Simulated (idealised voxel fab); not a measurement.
process module | voxel self aligned vias
cross-section cut | 190 nm wide | cells 5 nm
A cross-section is a grid of square cells, given in bands from the top down. A band is one or more rows of cells.
Each band's line starts with the height of the band's top and of its bottom, in nm. Then come its materials from left to right, each with its width in nm. One material with "throughout" fills the band from edge to edge. "air" is empty space.
Height 0 is the level under which the wafer as received is all one material. The lowest band goes on downwards, as in "0 down".
A width such as "30 to 40" changes by the same amount from each row of cells to the next, from the band's top row to its bottom row.
"no change" after a step means that no cell of the cross-section changed.
closed voids: empty space of 8 cells or more with no open way to the top, each as width x height at its distance from the left edge, in nm
after a step's settings: what the simulator itself notes on the step
overlay nm, on a step with a mask: how far to the right of its planned place the mask lay; to the left if negative
plan
1 op RECEIVE | material Si
2 op CONFORMAL_DEP | material SiO2 | thk nm 10
3 op CONFORMAL_DEP | material SiCN | thk nm 5
4 op DIRECTIONAL_DEP | material lowk | thk nm 20
5 op PATTERN | tone open | mask id LINES | material resist | width nm 20 | pitch nm 55 | thk nm 20 | overlay nm 0
6 op DIRECTIONAL_ETCH | etch materials lowk | depth nm 20
7 op STRIP | etch materials resist
8 op CONFORMAL_DEP | material TiN | thk nm 5
9 op FILL_DEP | material W | thk nm 10
10 op CMP | height nm 35
11 op SELECTIVE_ETCH | etch materials W Ru TiN | depth nm 10
12 op FILL_DEP | material SiN | thk nm 10
13 op CMP | height nm 35
14 op DIRECTIONAL_DEP | material lowk | thk nm 15
15 op DIRECTIONAL_DEP | material aC | thk nm 15
16 op PATTERN | tone open | mask id VIAS | material resist | width nm 30 | pitch nm 55 | thk nm 30 | overlay nm 0
17 op DIRECTIONAL_ETCH | etch materials aC | depth nm 15
18 op STRIP | etch materials resist
19 op DIRECTIONAL_ETCH | etch materials lowk | depth nm 15
20 op DIRECTIONAL_ETCH | etch materials SiN | depth nm 10
21 op STRIP | etch materials aC
22 op CONFORMAL_DEP | material TiN | thk nm 5
23 op FILL_DEP | material W | thk nm 10
24 op CMP | height nm 50
25 op CONFORMAL_DEP | material SiCN | thk nm 5
as received, after step 1
  0 down: Si throughout
  closed voids: none
first wafer at the end, as planned
  55 to 50: SiCN throughout
  50 to 40: lowk 25 | TiN 5 | W 20 | TiN 5 | lowk 25 | TiN 5 | W 20 | TiN 5 | lowk 25 | TiN 5 | W 20 | TiN 5 | lowk 25
  40 to 30: lowk 25 to 30 | TiN 10 to 5 | W 10 | TiN 10 to 5 | lowk 25 to 35 | TiN 10 to 5 | W 10 | TiN 10 to 5 | lowk 25 to 35 | TiN 10 to 5 | W 10 | TiN 10 to 5 | lowk 25 to 30
  30 to 25: lowk 30 | TiN 20 | lowk 35 | TiN 20 | lowk 35 | TiN 20 | lowk 30
  25 to 20: lowk 30 | TiN 5 | W 10 | TiN 5 | lowk 35 | TiN 5 | W 10 | TiN 5 | lowk 35 | TiN 5 | W 10 | TiN 5 | lowk 30
  20 to 15: lowk 30 | TiN 20 | lowk 35 | TiN 20 | lowk 35 | TiN 20 | lowk 30
  15 to 10: SiCN throughout
  10 to 0: SiO2 throughout
  0 down: Si throughout
  closed voids: none
second wafer at the end: like start, like plan, one mistake
  55 to 50: SiCN throughout
  50 to 40: lowk 25 | TiN 5 | W 20 | TiN 5 | lowk 25 | TiN 5 | W 20 | TiN 5 | lowk 25 | TiN 5 | W 20 | TiN 5 | lowk 25
  40 to 35: lowk 25 | TiN 30 | lowk 25 | TiN 30 | lowk 25 | TiN 30 | lowk 25
  35 to 20: lowk 30 | TiN 5 | lowk 10 | TiN 5 | lowk 35 | TiN 5 | lowk 10 | TiN 5 | lowk 35 | TiN 5 | lowk 10 | TiN 5 | lowk 30
  20 to 15: lowk 30 | TiN 20 | lowk 35 | TiN 20 | lowk 35 | TiN 20 | lowk 30
  15 to 10: SiCN throughout
  10 to 0: SiO2 throughout
  0 down: Si throughout
  closed voids: none
what went wrong: step 9 ran as: op FILL_DEP | material lowk | thk nm 10
at the end the second wafer has, in cells: 18 fewer of W | 18 more of lowk
